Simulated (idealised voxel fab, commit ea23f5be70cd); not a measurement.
The process module presented herein is designated voxel released beams.
The figure presents cross-section cut, which has a width of 180 nm and is divided into square cells with an edge length of 5 nm.
Square cells in a grid make up a cross-section in this document, and the grid is given as bands, listed from the top down, each one or more rows of cells.
Read a band's entry like this: the first values are the height of its top and the height of its bottom in nm, and what follows is the sequence of materials from left to right, each with its width in nm. Note that "air" is empty space, and that a single material marked "edge to edge" reaches across the band from edge to edge.
Note: height 0 marks the level under which the wafer is uniformly one material as received. Lowest band unbounded below, written "0 down".
When a width is written as two numbers, as in "30 to 40", the first number is the width in the top row of cells of the band and the second is the width in its bottom row, and the width changes by the same amount from each row to the next.
"remains unaltered" (step): cross-section cells unchanged, all of them.
"Voids, fully enclosed": sealed empty spaces, 8 cells or more, no open way to top, listed width x height at distance, with distance from the left edge and width, height and distance in nm.
Heads up: the bit after the settings on a step's line is the simulator's remark on that step.
overlay nm: mask right of planned place by this much (step with mask). Neg. = left.

Planned step list for the process:
- 1: RECEIVE, material Si
- 2: CONFORMAL_DEP, material SiN, thk nm 5
- 3: DIRECTIONAL_DEP, material SiO2, thk nm 15
- 4: DIRECTIONAL_DEP, material aC, thk nm 15
- 5: PATTERN, tone open, mask id ANCHOR, material resist, width nm 25, thk nm 30, overlay nm 0
- 6: DIRECTIONAL_ETCH, etch materials aC, depth nm 15
- 7: STRIP, etch materials resist
- 8: DIRECTIONAL_ETCH, etch materials SiO2, depth nm 15
- 9: STRIP, etch materials aC
- 10: CONFORMAL_DEP, material polySi, thk nm 10
- 11: DIRECTIONAL_DEP, material aC, thk nm 15
- 12: PATTERN, tone cover, mask id BEAM, material resist, width nm 110, thk nm 30, overlay nm 0
- 13: DIRECTIONAL_ETCH, etch materials aC, depth nm 15
- 14: STRIP, etch materials resist
- 15: DIRECTIONAL_ETCH, etch materials polySi, depth nm 10
- 16: STRIP, etch materials aC
- 17: STRIP, etch materials SiO2

Cross-sectional view of the wafer in its as-received condition, corresponding to the state after step 1:
0 down: Si edge to edge
Voids, fully enclosed: none

Here's the cross-section of the first of our two wafers at the end of the module - it ran as planned:
30 to 20: 30 air, 15 polySi, 5 air, 90 polySi, 40 air
20 to 15: 35 air, 10 polySi, 5 air, 10 polySi, 120 air
15 to 5: 35 air, 25 polySi, 120 air
5 to 0: SiN edge to edge
0 down: Si edge to edge
Voids, fully enclosed: none

Wafer two, sectioned after the module: the first wafer's start, the first wafer's plan, and one mistake in how it was run:
30 to 20: 30 air, 20 polySi, 5 air, 85 polySi, 40 air
20 to 15: 40 air, 10 polySi, 5 air, 10 polySi, 115 air
15 to 5: 40 air, 25 polySi, 115 air
5 to 0: SiN edge to edge
0 down: Si edge to edge
Voids, fully enclosed: none
What went wrong in running the wafer? contrary to plan, step 5 was performed as PATTERN, tone open, mask id ANCHOR, material resist, width nm 25, thk nm 30, overlay nm 5
Same inventory, different map: at the end, the second wafer holds as many cells of each material as the first, placed elsewhere.
